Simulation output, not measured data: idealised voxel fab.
Herein follows the process module entitled voxel gate over fins.
The cross-section shown here is cut; it is 175 nm wide and divided into square cells measuring 5 nm on a side.
Each cross-section below is a grid of square cells, stated as bands in top-down order, with one or more rows of cells making up each band.
Per band: top height and bottom height in nm, followed by the left-to-right materials and their widths in nm; "everywhere" marks a single material spanning edge to edge, "empty" marks empty space.
Below 0: as-received wafer, all one material; heights counted from there. Lowest band: no bottom, goes on down, written "0 nm and below".
The width entry "30 to 40" should be interpreted row by row: the top row of cells in the band takes the first number, the bottom row takes the second number, and the change between adjacent rows is uniform throughout.
Reading "remained unchanged" for a step: not a cell of the cross-section changed in it.
"Encapsulated voids": empty spaces of 8 cells or more with no open way to the top, each given as width x height at distance, distance from the left edge, all in nm.
Anything after a step's settings on that line? It's the simulator's own note about the step.
The line of a step may include "overlay nm". On a step with a mask, this value is how far to the right of its planned place the mask lay. A negative value means the mask lay to the left.

Plan
1,RECEIVE,material Si
2,CONFORMAL_DEP,material SiN,thk nm 10
3,MASKED_ETCH,tone cover,mask id FINS,width nm 15,pitch nm 35,etch materials SiN,depth nm 10,overlay nm -10
4,MASKED_ETCH,tone cover,mask id FINS,width nm 15,pitch nm 35,etch materials Si,depth nm 35,overlay nm 0
5,OXIDIZE,depth nm 5
6,FILL_DEP,material SiO2,thk nm 15
7,CMP,height nm 10
8,SELECTIVE_ETCH,etch materials SiO2,depth nm 20
9,STRIP,etch materials SiN
10,CONFORMAL_DEP,material HfO2,thk nm 5
11,CONFORMAL_DEP,material TiN,thk nm 5
12,FILL_DEP,material W,thk nm 10
13,CMP,height nm 15
14,CONFORMAL_DEP,material SiN,thk nm 10
Wafers differ in overlay nm at step 3; plan lists the first wafer's value; identical starting state.

Cut through the first of several wafers as received, post step 1
0 nm and below | Si everywhere
Encapsulated voids: none

Shown in cross-section: the first of several wafers at the end of the module, after its last step, step 14
25 nm to 15 nm | SiN everywhere
15 nm to 10 nm | W everywhere
10 nm to 5 nm | 10 of W  25 of TiN  10 of W  25 of TiN  10 of W  25 of TiN  10 of W  25 of TiN  35 of W
5 nm to 0 nm | 10 of W  5 of TiN  15 of HfO2  20 of TiN  15 of HfO2  20 of TiN  15 of HfO2  20 of TiN  15 of HfO2  15 of TiN  25 of W
0 nm to -5 nm | 15 of TiN  5 of HfO2  5 of Si  15 of HfO2  10 of TiN  5 of HfO2  5 of Si  15 of HfO2  10 of TiN  5 of HfO2  5 of Si  15 of HfO2  10 of TiN  5 of HfO2  5 of Si  15 of HfO2  30 of TiN
-5 nm to -10 nm | 20 of HfO2  15 of Si  20 of HfO2  15 of Si  20 of HfO2  15 of Si  20 of HfO2  15 of Si  35 of HfO2
-10 nm to -40 nm | 20 of SiO2  15 of Si  20 of SiO2  15 of Si  20 of SiO2  15 of Si  20 of SiO2  15 of Si  35 of SiO2
-40 nm and below | Si everywhere
Encapsulated voids: none

Cross-section, last wafer, module completion
25 nm to 15 nm | SiN everywhere
15 nm to 10 nm | W everywhere
10 nm to 5 nm | 35 of W  25 of TiN  10 of W  25 of TiN  10 of W  25 of TiN  10 of W  25 of TiN  10 of W
5 nm to 0 nm | 20 of W  20 of TiN  15 of HfO2  20 of TiN  15 of HfO2  20 of TiN  15 of HfO2  20 of TiN  15 of HfO2  5 of TiN  10 of W
0 nm to -5 nm | 25 of TiN  20 of HfO2  5 of Si  5 of HfO2  5 of TiN  20 of HfO2  5 of Si  5 of HfO2  5 of TiN  20 of HfO2  5 of Si  5 of HfO2  5 of TiN  20 of HfO2  5 of Si  5 of HfO2  15 of TiN
-5 nm to -10 nm | 30 of HfO2  20 of Si  15 of HfO2  20 of Si  15 of HfO2  20 of Si  15 of HfO2  20 of Si  20 of HfO2
-10 nm to -40 nm | 30 of SiO2  20 of Si  15 of SiO2  20 of Si  15 of SiO2  20 of Si  15 of SiO2  20 of Si  20 of SiO2
-40 nm and below | Si everywhere
Encapsulated voids: none

The table below has one row for each wafer; a row shows, as of the end of the module, how many cells of each material the wafer has gained, marked (+), or lost, marked (-), since it was received, and then the wafer's closed voids
overlay nm -10; +51 HfO2; -192 Si; +70 SiN; +138 SiO2; +51 TiN; +57 W; Encapsulated voids: none
overlay nm -5; +51 HfO2; -220 Si; +70 SiN; +162 SiO2; +51 TiN; +61 W; Encapsulated voids: none
overlay nm 0; +51 HfO2; -248 Si; +70 SiN; +186 SiO2; +51 TiN; +65 W; Encapsulated voids: none
overlay nm 5; +51 HfO2; -220 Si; +70 SiN; +162 SiO2; +51 TiN; +61 W; Encapsulated voids: none
overlay nm 10; +51 HfO2; -192 Si; +70 SiN; +138 SiO2; +51 TiN; +57 W; Encapsulated voids: none
overlay nm 15; +51 HfO2; -164 Si; +70 SiN; +114 SiO2; +48 TiN; +56 W; Encapsulated voids: none
